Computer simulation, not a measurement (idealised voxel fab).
Presented below is a process module, voxel quadruple lines.
Square cells of 5 nm make up the cross-section cut, whose width is 215 nm.
The cross-sections in this document take the form of a grid made of square cells. They are written out as bands, in order from top to bottom. Each band consists of one or more rows of cells.
Basically the band line says how high the top is and how high the bottom is, in nm, and then what's in it from left to right, every material with its width in nm. Empty space shows up as "blank", and if a single material carries "edge to edge" it runs the full band edge to edge.
Note: height 0 marks the level under which the wafer is uniformly one material as received. Lowest band unbounded below, written "from 0 down".
The two numbers in a width such as "30..40" mark its ends across the band: the first belongs to the top row of cells, the second to the bottom row, and from each row to the next the width moves by the same amount.
A step reported as "nothing got changed" is a step in which no cell of the cross-section changed.
Look at "Closed internal voids" for the closed voids: empty spaces with no open path to the top, sized 8 cells or up. Each is width x height at distance, distance from the left edge, all nm.
That trailing text on a step's line, after the settings, is the simulator's own remark on the step.
overlay nm: right-of-plan distance of the mask on a masked step; negative values mean left-of-plan.
Intended process steps:
1,RECEIVE, material Si
2,CONFORMAL_DEP, material Al2O3, thk nm 5
3,DIRECTIONAL_DEP, material TiN, thk nm 10
4,DIRECTIONAL_DEP, material polySi, thk nm 15
5,DIRECTIONAL_DEP, material aC, thk nm 20
6,PATTERN, tone cover, mask id MANDREL, material resist, width nm 35, pitch nm 100, thk nm 25, overlay nm -15
7,DIRECTIONAL_ETCH, etch materials aC, depth nm 20
8,STRIP, etch materials resist
9,CONFORMAL_DEP, material SiO2, thk nm 15
10,DIRECTIONAL_ETCH, etch materials SiO2, depth nm 15
11,STRIP, etch materials aC
12,DIRECTIONAL_ETCH, etch materials polySi, depth nm 15
13,STRIP, etch materials SiO2
14,CONFORMAL_DEP, material SiCN, thk nm 10
15,DIRECTIONAL_ETCH, etch materials SiCN, depth nm 10
16,STRIP, etch materials polySi
17,DIRECTIONAL_ETCH, etch materials TiN, depth nm 10
18,STRIP, etch materials SiCN
19,FILL_DEP, material lowk, thk nm 10
20,CMP, height nm 15
Wafer-to-wafer difference: overlay nm, step 6. Common start. Plan = first wafer's value.
The first of several wafers in cross-section, exactly as it reached us after step 1:
> from 0 down = Si edge to edge
> Closed internal voids: none
Wafer rows, end of module: cells per material gained (+) or lost (-) since receipt; closed voids last:
overlay nm -15, +43 Al2O3, +32 TiN, +54 lowk, Closed internal voids: none
overlay nm -10, +43 Al2O3, +32 TiN, +54 lowk, Closed internal voids: none
overlay nm -5, +43 Al2O3, +32 TiN, +54 lowk, Closed internal voids: none
overlay nm 0, +43 Al2O3, +32 TiN, +54 lowk, Closed internal voids: none
overlay nm 5, +43 Al2O3, +32 TiN, +54 lowk, Closed internal voids: none
overlay nm 10, +43 Al2O3, +32 TiN, +54 lowk, Closed internal voids: none
overlay nm 15, +43 Al2O3, +32 TiN, +54 lowk, Closed internal voids: none
